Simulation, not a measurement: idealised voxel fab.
Process module name: voxel ribs on slabs
Cross-section cut spans 185 nm and uses square cells 5 nm in size.
Format of a cross-section: grid, square cells. Given as bands. Order: top down. Band: one or more rows of cells.
Band: top and bottom heights (nm) first, top before bottom; then materials from left to right, widths in nm. "full width" marks a sole material filling the band edge to edge. "air" denotes empty space.
We count height from 0. Below that, the starting wafer is all one material. The lowest band never ends at the bottom but goes on down; see "0..down" for how that is written.
You'd read "30->40" like this: the band's top row of cells is as wide as the first number, its bottom row is as wide as the second, and going down, every row changes width by the same amount as the row before did.
The cross-section has no changed cell in any step marked "no change".
Each empty space that has no open way to the top and spans at least 8 cells appears under "Sealed voids" as width x height at distance, the distance counted from the left edge, all in nm.
On each step's line, the part that comes after the settings is the simulator's own comment on the step.
If you see "overlay nm" on a step's line and that step has a mask, it's telling you how far right of where it was planned the mask ended up; a negative number means it went left instead.

Process steps foreseen in the plan
- 1: RECEIVE,material Si
- 2: DIRECTIONAL_DEP,material SiO2,thk nm 30
- 3: DIRECTIONAL_DEP,material SiN,thk nm 15
- 4: DIRECTIONAL_DEP,material aC,thk nm 15
- 5: PATTERN,tone cover,mask id RIB,material resist,width nm 30,thk nm 35,overlay nm 0
- 6: DIRECTIONAL_ETCH,etch materials aC,depth nm 15
- 7: STRIP,etch materials resist
- 8: DIRECTIONAL_ETCH,etch materials SiN,depth nm 5
- 9: STRIP,etch materials aC
- 10: DIRECTIONAL_DEP,material aC,thk nm 10
- 11: PATTERN,tone cover,mask id SLAB,material resist,width nm 80,thk nm 30,overlay nm -15
- 12: DIRECTIONAL_ETCH,etch materials aC,depth nm 10
- 13: STRIP,etch materials resist
- 14: DIRECTIONAL_ETCH,etch materials SiN,depth nm 10
- 15: STRIP,etch materials aC
- 16: FILL_DEP,material SiO2,thk nm 15
- 17: CMP,height nm 55
- 18: DIRECTIONAL_DEP,material W,thk nm 10
- 19: MASKED_ETCH,tone cover,mask id HEATER,width nm 40,etch materials W,depth nm 10,overlay nm 0
- 20: CONFORMAL_DEP,material SiN,thk nm 10
For clarity, it should be stated that the wafers under discussion commence in an identical condition and differ with respect to the overlay nm of step 11, the plan indicating the value that the first wafer had.

Step 1 complete: as-received cross-section of the first of several wafers
  0..down: Si full width
  Sealed voids: none

Tabulated below, wafer by wafer, are the end-of-module results: for each material, the number of cells gained (+) or lost (-) relative to the as-received state, followed by the closed voids
overlay nm -15, +120 SiN, +369 SiO2, +16 W, Sealed voids: none
overlay nm -10, +120 SiN, +369 SiO2, +16 W, Sealed voids: none
overlay nm -5, +120 SiN, +369 SiO2, +16 W, Sealed voids: none
overlay nm 0, +120 SiN, +369 SiO2, +16 W, Sealed voids: none
overlay nm 5, +120 SiN, +369 SiO2, +16 W, Sealed voids: none
overlay nm 10, +120 SiN, +369 SiO2, +16 W, Sealed voids: none
overlay nm 15, +120 SiN, +369 SiO2, +16 W, Sealed voids: none
